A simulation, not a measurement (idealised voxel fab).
The process module that follows is named voxel wiring stack.
We display cut, a cross-section 255 nm in width whose square cells are each 5 nm.
Cross-section layout: square cells on a grid; listed as bands, top to bottom; a band spans one or more cell rows.
Band: top and bottom heights (nm) first, top before bottom; then materials from left to right, widths in nm. "throughout" marks a sole material filling the band edge to edge. "empty" denotes empty space.
Measure heights from 0. That's the level where, below it, the as-received wafer is all one material. The lowest band is bottomless and extends downward; write it as in "0 down".
Width "30 to 40": first value at the band's top row of cells, second value at its bottom row, equal change from row to row.
A step reported as "left unchanged" is a step in which no cell of the cross-section changed.
Empty spaces without an open route to the top, at least 8 cells in extent, make up the entry "Non-vented voids"; each is given as width x height at distance, where the distance is measured from the left edge, and all are in nm.
Where a step's line continues beyond its settings, the continuation is a remark by the simulator itself on that step.
overlay nm: step with mask; distance mask lay right of planned place; negative value = left of planned place.
These are the steps we planned for the process
step 1: RECEIVE (material Si)
step 2: CONFORMAL_DEP (material SiO2; thk nm 15)
step 3: CONFORMAL_DEP (material SiCN; thk nm 5)
step 4: DIRECTIONAL_DEP (material lowk; thk nm 15)
step 5: DIRECTIONAL_DEP (material aC; thk nm 15)
step 6: PATTERN (tone open; mask id METAL_1; material resist; width nm 25; pitch nm 50; thk nm 30; overlay nm 0)
step 7: DIRECTIONAL_ETCH (etch materials aC; depth nm 15)
step 8: STRIP (etch materials resist)
step 9: DIRECTIONAL_ETCH (etch materials lowk; depth nm 15)
step 10: DIRECTIONAL_ETCH (etch materials SiCN; depth nm 5)
step 11: STRIP (etch materials aC)
step 12: CONFORMAL_DEP (material TiN; thk nm 5)
step 13: FILL_DEP (material Cu; thk nm 5)
step 14: CMP (height nm 35)
step 15: CONFORMAL_DEP (material SiCN; thk nm 5)
step 16: DIRECTIONAL_DEP (material lowk; thk nm 15)
step 17: DIRECTIONAL_DEP (material aC; thk nm 15)
step 18: PATTERN (tone open; mask id PLUG_1; material resist; width nm 15; pitch nm 50; thk nm 35; overlay nm 0)
step 19: DIRECTIONAL_ETCH (etch materials aC; depth nm 15)
step 20: STRIP (etch materials resist)
step 21: DIRECTIONAL_ETCH (etch materials lowk; depth nm 15)
step 22: DIRECTIONAL_ETCH (etch materials SiCN; depth nm 5)
step 23: STRIP (etch materials aC)
step 24: EPI (material Ru; thk nm 10)
step 25: EPI (material Ru; thk nm 10)
step 26: CONFORMAL_DEP (material SiN; thk nm 5)
step 27: DIRECTIONAL_DEP (material lowk; thk nm 15)
step 28: MASKED_ETCH (tone open; mask id METAL_2; width nm 25; pitch nm 50; etch materials lowk; depth nm 15; overlay nm 0)
step 29: MASKED_ETCH (tone open; mask id METAL_2; width nm 25; pitch nm 50; etch materials SiN; depth nm 5; overlay nm 0)
step 30: CONFORMAL_DEP (material TiN; thk nm 5)
step 31: FILL_DEP (material W; thk nm 5)
step 32: CMP (height nm 75)
step 33: CONFORMAL_DEP (material SiCN; thk nm 5)
step 34: DIRECTIONAL_DEP (material SiO2; thk nm 15)
step 35: PATTERN (tone open; mask id PLUG_2; material resist; width nm 15; pitch nm 50; thk nm 15; overlay nm 0)
step 36: DIRECTIONAL_ETCH (etch materials SiO2; depth nm 15)
step 37: DIRECTIONAL_ETCH (etch materials SiCN; depth nm 5)
step 38: STRIP (etch materials resist)
step 39: EPI (material Ru; thk nm 10)
step 40: EPI (material Ru; thk nm 10)
step 41: DIRECTIONAL_DEP (material TiN; thk nm 5)
step 42: DIRECTIONAL_DEP (material W; thk nm 15)
step 43: DIRECTIONAL_DEP (material aC; thk nm 10)
step 44: PATTERN (tone cover; mask id METAL_3; material resist; width nm 25; pitch nm 50; thk nm 25; overlay nm 0)
step 45: DIRECTIONAL_ETCH (etch materials aC; depth nm 10)
step 46: STRIP (etch materials resist)
step 47: DIRECTIONAL_ETCH (etch materials W; depth nm 15)
step 48: DIRECTIONAL_ETCH (etch materials TiN; depth nm 5)
step 49: STRIP (etch materials aC)
step 50: CONFORMAL_DEP (material SiCN; thk nm 5)
step 51: FILL_DEP (material SiO2; thk nm 10)
step 52: CMP (height nm 115)
step 53: CONFORMAL_DEP (material SiCN; thk nm 5)
First of two wafers: run as planned
Wafer as received: cross-section following step 1
- 0 down | Si throughout
- Non-vented voids: none
How the wafer stands in section after step 2
- 15 to 0 | SiO2 throughout
- Everything below 0 is unchanged.
How the wafer stands in section after step 3
- 20 to 15 | SiCN throughout
- Everything below 15 is unchanged.
How the wafer stands in section after step 4
- 35 to 20 | lowk throughout
- Everything below 20 is unchanged.
How the wafer stands in section after step 5
- 50 to 35 | aC throughout
- Everything below 35 is unchanged.
How the wafer stands in section after step 6
- 80 to 50 | resist 90 nm, then empty 25 nm, then resist 25 nm, then empty 25 nm, then resist 90 nm
- Everything below 50 is unchanged.
How the wafer stands in section after step 7
- 65 to 50 | resist 90 nm, then empty 25 nm, then resist 25 nm, then empty 25 nm, then resist 90 nm
- 50 to 35 | aC 90 nm, then empty 25 nm, then aC 25 nm, then empty 25 nm, then aC 90 nm
- Everything below 35 is unchanged.
How the wafer stands in section after step 8
- 50 to 35 | aC 90 nm, then empty 25 nm, then aC 25 nm, then empty 25 nm, then aC 90 nm
- Everything below 35 is unchanged.
How the wafer stands in section after step 9
- 50 to 35 | aC 90 nm, then empty 25 nm, then aC 25 nm, then empty 25 nm, then aC 90 nm
- 35 to 20 | lowk 90 nm, then empty 25 nm, then lowk 25 nm, then empty 25 nm, then lowk 90 nm
- Everything below 20 is unchanged.
How the wafer stands in section after step 10
- 50 to 35 | aC 90 nm, then empty 25 nm, then aC 25 nm, then empty 25 nm, then aC 90 nm
- 35 to 20 | lowk 90 nm, then empty 25 nm, then lowk 25 nm, then empty 25 nm, then lowk 90 nm
- 20 to 15 | SiCN 90 nm, then empty 25 nm, then SiCN 25 nm, then empty 25 nm, then SiCN 90 nm
- Everything below 15 is unchanged.
How the wafer stands in section after step 11
- 35 to 20 | lowk 90 nm, then empty 25 nm, then lowk 25 nm, then empty 25 nm, then lowk 90 nm
- Everything below 20 is unchanged.
How the wafer stands in section after step 12
- 40 to 35 | TiN 95 nm, then empty 15 nm, then TiN 35 nm, then empty 15 nm, then TiN 95 nm
- 35 to 20 | lowk 90 nm, then TiN 5 nm, then empty 15 nm, then TiN 5 nm, then lowk 25 nm, then TiN 5 nm, then empty 15 nm, then TiN 5 nm, then lowk 90 nm
- 20 to 15 | SiCN 90 nm, then TiN 25 nm, then SiCN 25 nm, then TiN 25 nm, then SiCN 90 nm
- Everything below 15 is unchanged.
How the wafer stands in section after step 13
- 45 to 40 | Cu throughout
- 40 to 35 | TiN 95 nm, then Cu 15 nm, then TiN 35 nm, then Cu 15 nm, then TiN 95 nm
- 35 to 20 | lowk 90 nm, then TiN 5 nm, then Cu 15 nm, then TiN 5 nm, then lowk 25 nm, then TiN 5 nm, then Cu 15 nm, then TiN 5 nm, then lowk 90 nm
- Everything below 20 is unchanged.
How the wafer stands in section after step 14
- 35 to 20 | lowk 90 nm, then TiN 5 nm, then Cu 15 nm, then TiN 5 nm, then lowk 25 nm, then TiN 5 nm, then Cu 15 nm, then TiN 5 nm, then lowk 90 nm
- Everything below 20 is unchanged.
How the wafer stands in section after step 15
- 40 to 35 | SiCN throughout
- Everything below 35 is unchanged.
How the wafer stands in section after step 16
- 55 to 40 | lowk throughout
- Everything below 40 is unchanged.
How the wafer stands in section after step 17
- 70 to 55 | aC throughout
- Everything below 55 is unchanged.
How the wafer stands in section after step 18
- 105 to 70 | resist 90 nm, then empty 15 nm, then resist 35 nm, then empty 15 nm, then resist 100 nm
- Everything below 70 is unchanged.
How the wafer stands in section after step 19
- 90 to 70 | resist 90 nm, then empty 15 nm, then resist 35 nm, then empty 15 nm, then resist 100 nm
- 70 to 55 | aC 90 nm, then empty 15 nm, then aC 35 nm, then empty 15 nm, then aC 100 nm
- Everything below 55 is unchanged.
How the wafer stands in section after step 20
- 70 to 55 | aC 90 nm, then empty 15 nm, then aC 35 nm, then empty 15 nm, then aC 100 nm
- Everything below 55 is unchanged.
How the wafer stands in section after step 21
- 70 to 55 | aC 90 nm, then empty 15 nm, then aC 35 nm, then empty 15 nm, then aC 100 nm
- 55 to 40 | lowk 90 nm, then empty 15 nm, then lowk 35 nm, then empty 15 nm, then lowk 100 nm
- Everything below 40 is unchanged.
How the wafer stands in section after step 22
- 70 to 55 | aC 90 nm, then empty 15 nm, then aC 35 nm, then empty 15 nm, then aC 100 nm
- 55 to 40 | lowk 90 nm, then empty 15 nm, then lowk 35 nm, then empty 15 nm, then lowk 100 nm
- 40 to 35 | SiCN 90 nm, then empty 15 nm, then SiCN 35 nm, then empty 15 nm, then SiCN 100 nm
- Everything below 35 is unchanged.
How the wafer stands in section after step 23
- 55 to 40 | lowk 90 nm, then empty 15 nm, then lowk 35 nm, then empty 15 nm, then lowk 100 nm
- Everything below 40 is unchanged.
How the wafer stands in section after step 24
- 55 to 45 | lowk 90 nm, then empty 15 nm, then lowk 35 nm, then empty 15 nm, then lowk 100 nm
- 45 to 40 | lowk 90 nm, then Ru 15 nm, then lowk 35 nm, then Ru 15 nm, then lowk 100 nm
- 40 to 35 | SiCN 90 nm, then Ru 15 nm, then SiCN 35 nm, then Ru 15 nm, then SiCN 100 nm
- Everything below 35 is unchanged.
How the wafer stands in section after step 25
- 55 to 40 | lowk 90 nm, then Ru 15 nm, then lowk 35 nm, then Ru 15 nm, then lowk 100 nm
- Everything below 40 is unchanged.
How the wafer stands in section after step 26
- 60 to 55 | SiN throughout
- Everything below 55 is unchanged.
How the wafer stands in section after step 27
- 75 to 60 | lowk throughout
- Everything below 60 is unchanged.
How the wafer stands in section after step 28
- 75 to 60 | lowk 90 nm, then empty 25 nm, then lowk 25 nm, then empty 25 nm, then lowk 90 nm
- Everything below 60 is unchanged.
How the wafer stands in section after step 29
- 75 to 60 | lowk 90 nm, then empty 25 nm, then lowk 25 nm, then empty 25 nm, then lowk 90 nm
- 60 to 55 | SiN 90 nm, then empty 25 nm, then SiN 25 nm, then empty 25 nm, then SiN 90 nm
- Everything below 55 is unchanged.
How the wafer stands in section after step 30
- 80 to 75 | TiN 95 nm, then empty 15 nm, then TiN 35 nm, then empty 15 nm, then TiN 95 nm
- 75 to 60 | lowk 90 nm, then TiN 5 nm, then empty 15 nm, then TiN 5 nm, then lowk 25 nm, then TiN 5 nm, then empty 15 nm, then TiN 5 nm, then lowk 90 nm
- 60 to 55 | SiN 90 nm, then TiN 25 nm, then SiN 25 nm, then TiN 25 nm, then SiN 90 nm
- Everything below 55 is unchanged.
How the wafer stands in section after step 31
- 85 to 80 | W throughout
- 80 to 75 | TiN 95 nm, then W 15 nm, then TiN 35 nm, then W 15 nm, then TiN 95 nm
- 75 to 60 | lowk 90 nm, then TiN 5 nm, then W 15 nm, then TiN 5 nm, then lowk 25 nm, then TiN 5 nm, then W 15 nm, then TiN 5 nm, then lowk 90 nm
- Everything below 60 is unchanged.
How the wafer stands in section after step 32
- 75 to 60 | lowk 90 nm, then TiN 5 nm, then W 15 nm, then TiN 5 nm, then lowk 25 nm, then TiN 5 nm, then W 15 nm, then TiN 5 nm, then lowk 90 nm
- Everything below 60 is unchanged.
How the wafer stands in section after step 33
- 80 to 75 | SiCN throughout
- Everything below 75 is unchanged.
How the wafer stands in section after step 34
- 95 to 80 | SiO2 throughout
- Everything below 80 is unchanged.
How the wafer stands in section after step 35
- 110 to 95 | resist 90 nm, then empty 15 nm, then resist 35 nm, then empty 15 nm, then resist 100 nm
- Everything below 95 is unchanged.
How the wafer stands in section after step 36
- 110 to 95 | resist 90 nm, then empty 15 nm, then resist 35 nm, then empty 15 nm, then resist 100 nm
- 95 to 80 | SiO2 90 nm, then empty 15 nm, then SiO2 35 nm, then empty 15 nm, then SiO2 100 nm
- Everything below 80 is unchanged.
How the wafer stands in section after step 37
- 110 to 95 | resist 90 nm, then empty 15 nm, then resist 35 nm, then empty 15 nm, then resist 100 nm
- 95 to 80 | SiO2 90 nm, then empty 15 nm, then SiO2 35 nm, then empty 15 nm, then SiO2 100 nm
- 80 to 75 | SiCN 90 nm, then empty 15 nm, then SiCN 35 nm, then empty 15 nm, then SiCN 100 nm
- Everything below 75 is unchanged.
How the wafer stands in section after step 38
- 95 to 80 | SiO2 90 nm, then empty 15 nm, then SiO2 35 nm, then empty 15 nm, then SiO2 100 nm
- Everything below 80 is unchanged.
How the wafer stands in section after step 39
- 95 to 85 | SiO2 90 nm, then empty 15 nm, then SiO2 35 nm, then empty 15 nm, then SiO2 100 nm
- 85 to 80 | SiO2 90 nm, then Ru 15 nm, then SiO2 35 nm, then Ru 15 nm, then SiO2 100 nm
- 80 to 75 | SiCN 90 nm, then Ru 15 nm, then SiCN 35 nm, then Ru 15 nm, then SiCN 100 nm
- Everything below 75 is unchanged.
How the wafer stands in section after step 40
- 95 to 80 | SiO2 90 nm, then Ru 15 nm, then SiO2 35 nm, then Ru 15 nm, then SiO2 100 nm
- Everything below 80 is unchanged.
How the wafer stands in section after step 41
- 100 to 95 | TiN throughout
- Everything below 95 is unchanged.
How the wafer stands in section after step 42
- 115 to 100 | W throughout
- Everything below 100 is unchanged.
How the wafer stands in section after step 43
- 125 to 115 | aC throughout
- Everything below 115 is unchanged.
How the wafer stands in section after step 44
- 150 to 125 | empty 90 nm, then resist 25 nm, then empty 25 nm, then resist 25 nm, then empty 90 nm
- Everything below 125 is unchanged.
How the wafer stands in section after step 45
- 140 to 125 | empty 90 nm, then resist 25 nm, then empty 25 nm, then resist 25 nm, then empty 90 nm
- 125 to 115 | empty 90 nm, then aC 25 nm, then empty 25 nm, then aC 25 nm, then empty 90 nm
- Everything below 115 is unchanged.
How the wafer stands in section after step 46
- 125 to 115 | empty 90 nm, then aC 25 nm, then empty 25 nm, then aC 25 nm, then empty 90 nm
- Everything below 115 is unchanged.
How the wafer stands in section after step 47
- 125 to 115 | empty 90 nm, then aC 25 nm, then empty 25 nm, then aC 25 nm, then empty 90 nm
- 115 to 100 | empty 90 nm, then W 25 nm, then empty 25 nm, then W 25 nm, then empty 90 nm
- Everything below 100 is unchanged.
How the wafer stands in section after step 48
- 125 to 115 | empty 90 nm, then aC 25 nm, then empty 25 nm, then aC 25 nm, then empty 90 nm
- 115 to 100 | empty 90 nm, then W 25 nm, then empty 25 nm, then W 25 nm, then empty 90 nm
- 100 to 95 | empty 90 nm, then TiN 25 nm, then empty 25 nm, then TiN 25 nm, then empty 90 nm
- Everything below 95 is unchanged.
How the wafer stands in section after step 49
- 115 to 100 | empty 90 nm, then W 25 nm, then empty 25 nm, then W 25 nm, then empty 90 nm
- Everything below 100 is unchanged.
How the wafer stands in section after step 50
- 120 to 115 | empty 85 nm, then SiCN 35 nm, then empty 15 nm, then SiCN 35 nm, then empty 85 nm
- 115 to 100 | empty 85 nm, then SiCN 5 nm, then W 25 nm, then SiCN 5 nm, then empty 15 nm, then SiCN 5 nm, then W 25 nm, then SiCN 5 nm, then empty 85 nm
- 100 to 95 | SiCN 90 nm, then TiN 25 nm, then SiCN 25 nm, then TiN 25 nm, then SiCN 90 nm
- Everything below 95 is unchanged.
How the wafer stands in section after step 51
- 130 to 120 | SiO2 throughout
- 120 to 115 | SiO2 85 nm, then SiCN 35 nm, then SiO2 15 nm, then SiCN 35 nm, then SiO2 85 nm
- 115 to 100 | SiO2 85 nm, then SiCN 5 nm, then W 25 nm, then SiCN 5 nm, then SiO2 15 nm, then SiCN 5 nm, then W 25 nm, then SiCN 5 nm, then SiO2 85 nm
- Everything below 100 is unchanged.
How the wafer stands in section after step 52
- 115 to 100 | SiO2 85 nm, then SiCN 5 nm, then W 25 nm, then SiCN 5 nm, then SiO2 15 nm, then SiCN 5 nm, then W 25 nm, then SiCN 5 nm, then SiO2 85 nm
- Everything below 100 is unchanged.
How the wafer stands in section after step 53
- 120 to 115 | SiCN throughout
- Everything below 115 is unchanged.
Second wafer, same starting state and plan as the first, one mistake in the run, identical through step 38
Cross-section, second wafer, at the end time the plan gives for step 40
- 105 to 95 | empty 80 nm, then Ru 35 nm, then empty 15 nm, then Ru 35 nm, then empty 90 nm
- 95 to 80 | SiO2 90 nm, then Ru 15 nm, then SiO2 35 nm, then Ru 15 nm, then SiO2 100 nm
- 80 to 75 | SiCN 90 nm, then Ru 15 nm, then SiCN 35 nm, then Ru 15 nm, then SiCN 100 nm
- Everything below 75 is unchanged.
Cross-section, second wafer, at the end time the plan gives for step 41
- 110 to 105 | empty 80 nm, then TiN 35 nm, then empty 15 nm, then TiN 35 nm, then empty 90 nm
- 105 to 100 | empty 80 nm, then Ru 35 nm, then empty 15 nm, then Ru 35 nm, then empty 90 nm
- 100 to 95 | TiN 80 nm, then Ru 35 nm, then TiN 15 nm, then Ru 35 nm, then TiN 90 nm
- Everything below 95 is unchanged.
Cross-section, second wafer, at the end time the plan gives for step 42
- 125 to 115 | empty 80 nm, then W 35 nm, then empty 15 nm, then W 35 nm, then empty 90 nm
- 115 to 110 | W throughout
- 110 to 105 | W 80 nm, then TiN 35 nm, then W 15 nm, then TiN 35 nm, then W 90 nm
- 105 to 100 | W 80 nm, then Ru 35 nm, then W 15 nm, then Ru 35 nm, then W 90 nm
- Everything below 100 is unchanged.
Cross-section, second wafer, at the end time the plan gives for step 43
- 135 to 125 | empty 80 nm, then aC 35 nm, then empty 15 nm, then aC 35 nm, then empty 90 nm
- 125 to 115 | aC 80 nm, then W 35 nm, then aC 15 nm, then W 35 nm, then aC 90 nm
- Everything below 115 is unchanged.
Cross-section, second wafer, at the end time the plan gives for step 44
- 160 to 135 | empty 90 nm, then resist 25 nm, then empty 25 nm, then resist 25 nm, then empty 90 nm
- Everything below 135 is unchanged.
Cross-section, second wafer, at the end time the plan gives for step 45
- 150 to 135 | empty 90 nm, then resist 25 nm, then empty 25 nm, then resist 25 nm, then empty 90 nm
- 135 to 125 | empty 90 nm, then aC 25 nm, then empty 25 nm, then aC 25 nm, then empty 90 nm
- 125 to 115 | empty 80 nm, then W 35 nm, then empty 15 nm, then W 35 nm, then empty 90 nm
- Everything below 115 is unchanged.
Cross-section, second wafer, at the end time the plan gives for step 46
- 135 to 125 | empty 90 nm, then aC 25 nm, then empty 25 nm, then aC 25 nm, then empty 90 nm
- Everything below 125 is unchanged.
Cross-section, second wafer, at the end time the plan gives for step 47
- 135 to 125 | empty 90 nm, then aC 25 nm, then empty 25 nm, then aC 25 nm, then empty 90 nm
- 125 to 110 | empty 90 nm, then W 25 nm, then empty 25 nm, then W 25 nm, then empty 90 nm
- 110 to 105 | empty 80 nm, then TiN 35 nm, then empty 15 nm, then TiN 35 nm, then empty 90 nm
- 105 to 100 | empty 80 nm, then Ru 35 nm, then empty 15 nm, then Ru 35 nm, then empty 90 nm
- Everything below 100 is unchanged.
Cross-section, second wafer, at the end time the plan gives for step 48
- 135 to 125 | empty 90 nm, then aC 25 nm, then empty 25 nm, then aC 25 nm, then empty 90 nm
- 125 to 110 | empty 90 nm, then W 25 nm, then empty 25 nm, then W 25 nm, then empty 90 nm
- 110 to 105 | empty 90 nm, then TiN 25 nm, then empty 25 nm, then TiN 25 nm, then empty 90 nm
- 105 to 95 | empty 80 nm, then Ru 35 nm, then empty 15 nm, then Ru 35 nm, then empty 90 nm
- Everything below 95 is unchanged.
Cross-section, second wafer, at the end time the plan gives for step 49
- 125 to 110 | empty 90 nm, then W 25 nm, then empty 25 nm, then W 25 nm, then empty 90 nm
- Everything below 110 is unchanged.
Cross-section, second wafer, at the end time the plan gives for step 50
- 130 to 125 | empty 85 nm, then SiCN 35 nm, then empty 15 nm, then SiCN 35 nm, then empty 85 nm
- 125 to 110 | empty 85 nm, then SiCN 5 nm, then W 25 nm, then SiCN 5 nm, then empty 15 nm, then SiCN 5 nm, then W 25 nm, then SiCN 5 nm, then empty 85 nm
- 110 to 105 | empty 75 nm, then SiCN 15 nm, then TiN 25 nm, then SiCN 5 nm, then empty 5 nm, then SiCN 15 nm, then TiN 25 nm, then SiCN 5 nm, then empty 85 nm
- 105 to 100 | empty 75 nm, then SiCN 5 nm, then Ru 35 nm, then SiCN 5 nm, then empty 5 nm, then SiCN 5 nm, then Ru 35 nm, then SiCN 5 nm, then empty 85 nm
- 100 to 95 | SiCN 80 nm, then Ru 35 nm, then SiCN 15 nm, then Ru 35 nm, then SiCN 90 nm
- Everything below 95 is unchanged.
Cross-section, second wafer, at the end time the plan gives for step 51
- 140 to 130 | SiO2 throughout
- 130 to 125 | SiO2 85 nm, then SiCN 35 nm, then SiO2 15 nm, then SiCN 35 nm, then SiO2 85 nm
- 125 to 110 | SiO2 85 nm, then SiCN 5 nm, then W 25 nm, then SiCN 5 nm, then SiO2 15 nm, then SiCN 5 nm, then W 25 nm, then SiCN 5 nm, then SiO2 85 nm
- 110 to 105 | SiO2 75 nm, then SiCN 15 nm, then TiN 25 nm, then SiCN 5 nm, then SiO2 5 nm, then SiCN 15 nm, then TiN 25 nm, then SiCN 5 nm, then SiO2 85 nm
- 105 to 100 | SiO2 75 nm, then SiCN 5 nm, then Ru 35 nm, then SiCN 5 nm, then SiO2 5 nm, then SiCN 5 nm, then Ru 35 nm, then SiCN 5 nm, then SiO2 85 nm
- Everything below 100 is unchanged.
Cross-section, second wafer, at the end time the plan gives for step 52
- 115 to 110 | SiO2 85 nm, then SiCN 5 nm, then W 25 nm, then SiCN 5 nm, then SiO2 15 nm, then SiCN 5 nm, then W 25 nm, then SiCN 5 nm, then SiO2 85 nm
- Everything below 110 is unchanged.
Cross-section, second wafer, at the end time the plan gives for step 53
- 120 to 115 | SiCN throughout
- Everything below 115 is unchanged.
Short version of what went wrong: one of the matching steps 39 and 40 was carried out twice, and there is no way to identify which
Upon completion, the second wafer contains, in terms of cells, a greater or smaller amount of certain materials than the first wafer: Ru: 28 more, SiO2: 8 fewer, W: 20 fewer
